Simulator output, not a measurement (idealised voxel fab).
Process module heading - voxel capacitor over wiring
For reference, the cross-section in this document is cut, with width 300 nm and square cells of 5 nm.
We lay out every cross-section as a grid of square cells and spell it out in bands from the top down, where one band means one or more rows of cells. In this notation a band is specified by the heights of its top and bottom, in that order and in nm, after which its materials appear from left to right, each paired with its width in nm. The word "throughout" attached to a single material means that material fills the band from edge to edge; the word "blank" stands for empty space. Heights are measured from 0, the level below which the as-received wafer is all one material; the lowest band has no bottom and continues downward, written as in "z 0 and below". Graded width ("30..40"): value in top row of band = first number; value in bottom row = second number; row-to-row change constant. Where a step carries "remained unchanged", the cross-section came out of it unchanged, cell for cell. What "Unvented voids" gives you is every empty space of 8 cells or more that is cut off from the top. Each appears as width x height at distance, with the distance taken from the left edge and width, height and distance all in nm. It should be noted that, on the line of a given step, the content following the step's settings is a remark produced by the simulator itself with respect to that step. Steps that use a mask can have "overlay nm" on their line. It says how far the mask sat to the right of where it was meant to be. Negative means to the left.

[The planned process steps are enumerated hereunder]
1 RECEIVE: material Si
2 CONFORMAL_DEP: material SiO2, thk nm 10
3 CONFORMAL_DEP: material SiCN, thk nm 5
4 DIRECTIONAL_DEP: material lowk, thk nm 25
5 MASKED_ETCH: tone open, mask id METAL_1, width nm 30, pitch nm 100, etch materials lowk, depth nm 25, overlay nm 0
6 MASKED_ETCH: tone open, mask id METAL_1, width nm 30, pitch nm 100, etch materials SiCN, depth nm 5, overlay nm 0
7 CONFORMAL_DEP: material TiN, thk nm 5
8 FILL_DEP: material Cu, thk nm 5
9 CMP: height nm 40
10 EPI: material Ru, thk nm 5
11 FILL_DEP: material SiCN, thk nm 5
12 DIRECTIONAL_DEP: material lowk, thk nm 10
13 DIRECTIONAL_DEP: material aC, thk nm 15
14 PATTERN: tone open, mask id PLUG_1, material resist, width nm 15, thk nm 35, overlay nm 0
15 DIRECTIONAL_ETCH: etch materials aC, depth nm 15
16 STRIP: etch materials resist
17 DIRECTIONAL_ETCH: etch materials lowk, depth nm 10
18 DIRECTIONAL_ETCH: etch materials SiCN, depth nm 5
19 STRIP: etch materials aC
20 EPI: material Ru, thk nm 10
21 EPI: material Ru, thk nm 5
22 DIRECTIONAL_DEP: material TiN, thk nm 5
23 DIRECTIONAL_DEP: material SiN, thk nm 5
24 DIRECTIONAL_DEP: material TiN, thk nm 5
25 DIRECTIONAL_DEP: material aC, thk nm 15
26 PATTERN: tone cover, mask id UPPER_PLATE, material resist, width nm 75, thk nm 30, overlay nm 0
27 DIRECTIONAL_ETCH: etch materials aC, depth nm 15
28 STRIP: etch materials resist
29 DIRECTIONAL_ETCH: etch materials TiN, depth nm 5
30 DIRECTIONAL_ETCH: etch materials SiN, depth nm 5
31 STRIP: etch materials aC
32 DIRECTIONAL_DEP: material aC, thk nm 15
33 PATTERN: tone cover, mask id LOWER_PLATE, material resist, width nm 85, thk nm 35, overlay nm 0
34 DIRECTIONAL_ETCH: etch materials aC, depth nm 15
35 STRIP: etch materials resist
36 DIRECTIONAL_ETCH: etch materials TiN, depth nm 5
37 STRIP: etch materials aC
38 FILL_DEP: material SiO2, thk nm 15
39 CMP: height nm 85
40 DIRECTIONAL_DEP: material aC, thk nm 15
41 PATTERN: tone open, mask id PLUG_2, material resist, width nm 15, thk nm 35, overlay nm 0
42 DIRECTIONAL_ETCH: etch materials aC, depth nm 15
43 STRIP: etch materials resist
44 DIRECTIONAL_ETCH: etch materials SiO2, depth nm 10
45 STRIP: etch materials aC
46 CONFORMAL_DEP: material TiN, thk nm 5
47 FILL_DEP: material Cu, thk nm 10
48 CMP: height nm 85
49 CONFORMAL_DEP: material SiCN, thk nm 5

[The cross-section here shows the wafer as received, i.e. in its state after step 1]
    z 0 and below | Si throughout
    Unvented voids: none

[Cross-sectional view of the first of the two wafers upon completion of the module, processed in accordance with the plan]
    z 90 to 85 | SiCN throughout
    z 85 to 80 | SiO2 110 nm | TiN 5 nm | Cu 5 nm | TiN 5 nm | SiO2 175 nm
    z 80 to 70 | SiO2 110..100 nm | TiN 15..75 nm | SiO2 175..125 nm
    z 70 to 65 | SiO2 100 nm | SiN 75 nm | SiO2 125 nm
    z 65 to 60 | SiO2 95 nm | TiN 85 nm | SiO2 120 nm
    z 60 to 50 | lowk 100 nm | Ru 15 nm | lowk 185 nm
    z 50 to 45 | SiCN 100 nm | Ru 15 nm | SiCN 185 nm
    z 45 to 40 | SiCN 80 nm | Ru 40 nm | SiCN 60 nm | Ru 40 nm | SiCN 80 nm
    z 40 to 15 | lowk 85 nm | TiN 5 nm | Cu 20 nm | TiN 5 nm | lowk 70 nm | TiN 5 nm | Cu 20 nm | TiN 5 nm | lowk 85 nm
    z 15 to 10 | SiCN 85 nm | TiN 30 nm | SiCN 70 nm | TiN 30 nm | SiCN 85 nm
    z 10 to 0 | SiO2 throughout
    z 0 and below | Si throughout
    Unvented voids: none

[Cross-sectional view: second of two wafers, end of module; start and plan identical to the first, one mistake in running]
    z 90 to 85 | SiCN throughout
    z 85 to 80 | SiO2 110 nm | TiN 5 nm | Cu 5 nm | TiN 5 nm | SiO2 175 nm
    z 80 to 70 | SiO2 110..100 nm | TiN 15..75 nm | SiO2 175..125 nm
    z 70 to 65 | SiO2 100 nm | SiN 75 nm | SiO2 125 nm
    z 65 to 60 | SiO2 95 nm | TiN 85 nm | SiO2 120 nm
    z 60 to 50 | lowk 100 nm | Ru 15 nm | lowk 185 nm
    z 50 to 45 | SiCN 100 nm | Ru 15 nm | SiCN 185 nm
    z 45 to 40 | SiCN 80 nm | Ru 40 nm | SiCN 60 nm | Ru 40 nm | SiCN 80 nm
    z 40 to 15 | lowk 85 nm | TiN 5 nm | Cu 20 nm | TiN 5 nm | lowk 70 nm | TiN 5 nm | Cu 20 nm | TiN 5 nm | lowk 85 nm
    z 15 to 10 | SiCN 85 nm | TiN 30 nm | SiCN 70 nm | TiN 30 nm | SiCN 85 nm
    z 10 to 0 | TiN throughout
    z 0 and below | Si throughout
    Unvented voids: none
Short version of what went wrong: in deviation from the planned setting, step 2 was conducted as CONFORMAL_DEP: material TiN, thk nm 10
Count the cells at the end and the second wafer has more or fewer of some materials than the first: SiO2: 120 fewer, TiN: 120 more
